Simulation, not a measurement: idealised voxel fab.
Presented below is a process module, voxel ribs on slabs.
Displayed cross-section: cut, width of 295 nm, square cells sized 5 nm.
A cross-section is written here as square cells arranged in a grid, and it is given in bands from the top down, each band taking up one or more rows of cells.
Look at the band entry: it leads with the top's height and the bottom's height in nm. Then it lists the materials left to right, with a width in nm for each. The word "all across" on a single material says that material fills the band edge to edge. The word "empty" is empty space.
Height reference: 0 = level under which incoming wafer is all one material. Lowest band: no bottom, runs on downward, e.g. "top 0, no bottom".
Top row gets the first number, bottom row gets the second, and each row in between changes by the same step: that is how a band width like "30->40" works.
No cell of the cross-section changed in a step that is given as "remained the same".
Each empty space that has no open way to the top and spans at least 8 cells appears under "Fully sealed voids" as width x height at distance, the distance counted from the left edge, all in nm.
It should be noted that, on the line of a given step, the content following the step's settings is a remark produced by the simulator itself with respect to that step.
The line of a step may include "overlay nm". On a step with a mask, this value is how far to the right of its planned place the mask lay. A negative value means the mask lay to the left.
## The process steps that were planned are listed below
step 1: RECEIVE | material Si
step 2: DIRECTIONAL_DEP | material SiO2 | thk nm 25
step 3: DIRECTIONAL_DEP | material SiN | thk nm 20
step 4: MASKED_ETCH | tone cover | mask id RIB | width nm 15 | etch materials SiN | depth nm 10 | overlay nm 0
step 5: PATTERN | tone cover | mask id SLAB | material resist | width nm 45 | thk nm 15 | overlay nm 0
step 6: DIRECTIONAL_ETCH | etch materials SiN | depth nm 10
step 7: STRIP | etch materials resist
step 8: FILL_DEP | material SiO2 | thk nm 25
step 9: CMP | height nm 60
step 10: DIRECTIONAL_DEP | material TiN | thk nm 10
step 11: DIRECTIONAL_DEP | material aC | thk nm 15
step 12: PATTERN | tone cover | mask id HEATER | material resist | width nm 25 | thk nm 30 | overlay nm 0
step 13: DIRECTIONAL_ETCH | etch materials aC | depth nm 15
step 14: STRIP | etch materials resist
step 15: DIRECTIONAL_ETCH | etch materials TiN | depth nm 10
step 16: STRIP | etch materials aC
step 17: CONFORMAL_DEP | material SiN | thk nm 10
It is noted that the wafers described herein are identical at the outset and are distinguished by the width nm of step 5; the value stated in the plan corresponds to the first wafer.
## Cut through the first of several wafers as received, post step 1
> top 0, no bottom: Si all across
> Fully sealed voids: none
## wafer rows; end of module; cells per material since receipt: (+) gained, (-) lost; then closed voids
width nm 45; +150 SiN; +684 SiO2; +10 TiN; Fully sealed voids: none
width nm 50; +152 SiN; +682 SiO2; +10 TiN; Fully sealed voids: none
width nm 55; +154 SiN; +680 SiO2; +10 TiN; Fully sealed voids: none
width nm 60; +156 SiN; +678 SiO2; +10 TiN; Fully sealed voids: none
width nm 65; +158 SiN; +676 SiO2; +10 TiN; Fully sealed voids: none
width nm 70; +160 SiN; +674 SiO2; +10 TiN; Fully sealed voids: none
